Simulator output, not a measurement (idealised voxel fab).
The process module that follows is named voxel self aligned contacts.
The cross-section shown here is cut; it is 235 nm wide and divided into square cells measuring 5 nm on a side.
A cross-section is written here as square cells arranged in a grid, and it is given in bands from the top down, each band taking up one or more rows of cells. For a band, the entry starts with two heights in nm, that of the top and then that of the bottom, and carries on with the band's materials in order from left to right, each alongside its width in nm; the word "full width" beside a single material means it fills the band edge to edge, and "air" means empty space. Zero point of the height axis is 0; under it, received wafer = one material. Lowest band: continues down indefinitely, "0..down". Read "30 to 40" as a graded width: first number on top, second number at the bottom, same change between each pair of neighbouring rows. "nothing changed" means the step left every cell of the cross-section as it was. Entry "Closed void table". Content: empty spaces with no open connection to the top, size 8 cells or greater. Each: width x height at distance. Distance: from left edge. Unit: nm. Formally, on a step line, whatever follows the settings is a remark that the simulator itself makes on the step. The optional step-line setting "overlay nm" applies to steps with a mask and quantifies how far to the right of its planned location the mask lay, a negative value indicating leftward placement.
Process steps - plan:
1. RECEIVE | material Si
2. OXIDIZE | depth nm 5
3. DIRECTIONAL_DEP | material polySi | thk nm 20
4. DIRECTIONAL_DEP | material SiN | thk nm 20
5. MASKED_ETCH | tone cover | mask id GATE | width nm 30 | pitch nm 70 | etch materials SiN | depth nm 20 | overlay nm 0
6. MASKED_ETCH | tone cover | mask id GATE | width nm 30 | pitch nm 70 | etch materials polySi | depth nm 20 | overlay nm 0
7. CONFORMAL_DEP | material SiN | thk nm 10
8. DIRECTIONAL_ETCH | etch materials SiN | depth nm 10
9. FILL_DEP | material SiO2 | thk nm 10
10. CMP | height nm 45
11. DIRECTIONAL_DEP | material aC | thk nm 10
12. PATTERN | tone open | mask id CONTACT | material resist | width nm 50 | thk nm 30 | overlay nm 0
13. DIRECTIONAL_ETCH | etch materials aC | depth nm 10
14. STRIP | etch materials resist
15. DIRECTIONAL_ETCH | etch materials SiO2 | depth nm 50
16. STRIP | etch materials aC
17. CONFORMAL_DEP | material TiN | thk nm 5
18. FILL_DEP | material Ru | thk nm 10
19. CMP | height nm 45
20. CONFORMAL_DEP | material SiN | thk nm 5
Received-state cross-section, reflecting completion of step 1:
- 0..down | Si full width
- Closed void table: none
First wafer of two, sectioned at end of module; run went per plan:
- 50..45 | SiN full width
- 45..40 | SiO2: 90  TiN: 20  Ru: 10  TiN: 20  SiO2: 95
- 40..20 | SiO2: 55  SiN: 50  TiN: 5  Ru: 10  TiN: 5  SiN: 50  SiO2: 60
- 20..0 | SiO2: 55  SiN: 10  polySi: 30  SiN: 10  TiN: 5  Ru: 10  TiN: 5  SiN: 10  polySi: 30  SiN: 10  SiO2: 60
- 0..-5 | SiO2: 105  TiN: 20  SiO2: 110
- -5..down | Si full width
- Closed void table: none
Presented here is a cross-section of the second of the two wafers as it stood at the end of the module. It was started in the same manner and assigned the same plan as the first wafer; however, one mistake was made in its execution:
- 65..60 | SiN full width
- 60..50 | Ru full width
- 50..45 | TiN: 95  Ru: 40  TiN: 100
- 45..40 | SiO2: 90  TiN: 20  Ru: 10  TiN: 20  SiO2: 95
- 40..20 | SiO2: 55  SiN: 50  TiN: 5  Ru: 10  TiN: 5  SiN: 50  SiO2: 60
- 20..0 | SiO2: 55  SiN: 10  polySi: 30  SiN: 10  TiN: 5  Ru: 10  TiN: 5  SiN: 10  polySi: 30  SiN: 10  SiO2: 60
- 0..-5 | SiO2: 105  TiN: 20  SiO2: 110
- -5..down | Si full width
- Closed void table: none
Here's what went sideways: step 19 in the plan did not get run; it was skipped
Final cells, second wafer relative to first, materials higher or lower: +102 Ru, +39 TiN
